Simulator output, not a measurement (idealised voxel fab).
process module | voxel double patterning
cross-section cut | 170 nm wide | cells 5 nm
A cross-section is a grid of square cells, given in bands from the top down. A band is one or more rows of cells.
Each band's line starts with the height of the band's top and of its bottom, in nm. Then come its materials from left to right, each with its width in nm. One material with "throughout" fills the band from edge to edge. "air" is empty space.
Height 0 is the level under which the wafer as received is all one material. The lowest band goes on downwards, as in "0 down".
A width such as "30 to 40" changes by the same amount from each row of cells to the next, from the band's top row to its bottom row.
"no change" after a step means that no cell of the cross-section changed.
closed voids: empty space of 8 cells or more with no open way to the top, each as width x height at its distance from the left edge, in nm
after a step's settings: what the simulator itself notes on the step
overlay nm, on a step with a mask: how far to the right of its planned place the mask lay; to the left if negative
plan
1 op RECEIVE | material Si
2 op CONFORMAL_DEP | material SiN | thk nm 10
3 op DIRECTIONAL_DEP | material SiO2 | thk nm 15
4 op DIRECTIONAL_DEP | material SiCN | thk nm 5
5 op PATTERN | tone open | mask id FIRST | material resist | width nm 15 | pitch nm 50 | thk nm 15 | overlay nm 0
6 op DIRECTIONAL_ETCH | etch materials SiCN | depth nm 5
7 op STRIP | etch materials resist
8 op DIRECTIONAL_DEP | material aC | thk nm 10
9 op PATTERN | tone open | mask id SECOND | material resist | width nm 15 | thk nm 30 | overlay nm 0
10 op DIRECTIONAL_ETCH | etch materials aC | depth nm 10
11 op STRIP | etch materials resist
12 op DIRECTIONAL_ETCH | etch materials SiCN | depth nm 5
13 op STRIP | etch materials aC
14 op DIRECTIONAL_ETCH | etch materials SiO2 | depth nm 15
15 op STRIP | etch materials SiCN
first wafer, as planned
as received, after step 1
  0 down: Si throughout
  closed voids: none
after step 2
  10 to 0: SiN throughout
  below 0: unchanged
after step 3
  25 to 10: SiO2 throughout
  below 10: unchanged
after step 4
  30 to 25: SiCN throughout
  below 25: unchanged
after step 5
  45 to 30: resist 50 | air 15 | resist 35 | air 15 | resist 55
  below 30: unchanged
after step 6
  45 to 30: resist 50 | air 15 | resist 35 | air 15 | resist 55
  30 to 25: SiCN 50 | air 15 | SiCN 35 | air 15 | SiCN 55
  below 25: unchanged
after step 7
  30 to 25: SiCN 50 | air 15 | SiCN 35 | air 15 | SiCN 55
  below 25: unchanged
after step 8
  40 to 35: aC 50 | air 15 | aC 35 | air 15 | aC 55
  35 to 30: aC throughout
  30 to 25: SiCN 50 | aC 15 | SiCN 35 | aC 15 | SiCN 55
  below 25: unchanged
after step 9
  70 to 40: resist 75 | air 15 | resist 80
  40 to 35: aC 50 | resist 15 | aC 35 | resist 15 | aC 55
  below 35: unchanged
after step 10
  60 to 40: resist 75 | air 15 | resist 80
  40 to 35: aC 50 | resist 15 | aC 10 | air 15 | aC 10 | resist 15 | aC 55
  35 to 30: aC 75 | air 15 | aC 80
  below 30: unchanged
after step 11
  40 to 35: aC 50 | air 15 | aC 10 | air 15 | aC 10 | air 15 | aC 55
  below 35: unchanged
after step 12
  40 to 35: aC 50 | air 15 | aC 10 | air 15 | aC 10 | air 15 | aC 55
  35 to 30: aC 75 | air 15 | aC 80
  30 to 25: SiCN 50 | aC 15 | SiCN 10 | air 15 | SiCN 10 | aC 15 | SiCN 55
  below 25: unchanged
after step 13
  30 to 25: SiCN 50 | air 15 | SiCN 10 | air 15 | SiCN 10 | air 15 | SiCN 55
  below 25: unchanged
after step 14
  30 to 25: SiCN 50 | air 15 | SiCN 10 | air 15 | SiCN 10 | air 15 | SiCN 55
  25 to 10: SiO2 50 | air 15 | SiO2 10 | air 15 | SiO2 10 | air 15 | SiO2 55
  below 10: unchanged
after step 15
  25 to 10: SiO2 50 | air 15 | SiO2 10 | air 15 | SiO2 10 | air 15 | SiO2 55
  below 10: unchanged
second wafer: like start, like plan, one mistake. Through step 1 it matches the first wafer
when step 2 should have ended: no change
when step 3 should have ended
  15 to 0: SiO2 throughout
  below 0: unchanged
when step 4 should have ended
  20 to 15: SiCN throughout
  below 15: unchanged
when step 5 should have ended
  35 to 20: resist 50 | air 15 | resist 35 | air 15 | resist 55
  below 20: unchanged
when step 6 should have ended
  35 to 20: resist 50 | air 15 | resist 35 | air 15 | resist 55
  20 to 15: SiCN 50 | air 15 | SiCN 35 | air 15 | SiCN 55
  below 15: unchanged
when step 7 should have ended
  20 to 15: SiCN 50 | air 15 | SiCN 35 | air 15 | SiCN 55
  below 15: unchanged
when step 8 should have ended
  30 to 25: aC 50 | air 15 | aC 35 | air 15 | aC 55
  25 to 20: aC throughout
  20 to 15: SiCN 50 | aC 15 | SiCN 35 | aC 15 | SiCN 55
  below 15: unchanged
when step 9 should have ended
  60 to 30: resist 75 | air 15 | resist 80
  30 to 25: aC 50 | resist 15 | aC 35 | resist 15 | aC 55
  below 25: unchanged
when step 10 should have ended
  50 to 30: resist 75 | air 15 | resist 80
  30 to 25: aC 50 | resist 15 | aC 10 | air 15 | aC 10 | resist 15 | aC 55
  25 to 20: aC 75 | air 15 | aC 80
  below 20: unchanged
when step 11 should have ended
  30 to 25: aC 50 | air 15 | aC 10 | air 15 | aC 10 | air 15 | aC 55
  below 25: unchanged
when step 12 should have ended
  30 to 25: aC 50 | air 15 | aC 10 | air 15 | aC 10 | air 15 | aC 55
  25 to 20: aC 75 | air 15 | aC 80
  20 to 15: SiCN 50 | aC 15 | SiCN 10 | air 15 | SiCN 10 | aC 15 | SiCN 55
  below 15: unchanged
when step 13 should have ended
  20 to 15: SiCN 50 | air 15 | SiCN 10 | air 15 | SiCN 10 | air 15 | SiCN 55
  below 15: unchanged
when step 14 should have ended
  20 to 15: SiCN 50 | air 15 | SiCN 10 | air 15 | SiCN 10 | air 15 | SiCN 55
  15 to 0: SiO2 50 | air 15 | SiO2 10 | air 15 | SiO2 10 | air 15 | SiO2 55
  below 0: unchanged
when step 15 should have ended
  15 to 0: SiO2 50 | air 15 | SiO2 10 | air 15 | SiO2 10 | air 15 | SiO2 55
  below 0: unchanged
what went wrong: step 2 was left out
at the end the second wafer has, in cells: 68 fewer of SiN
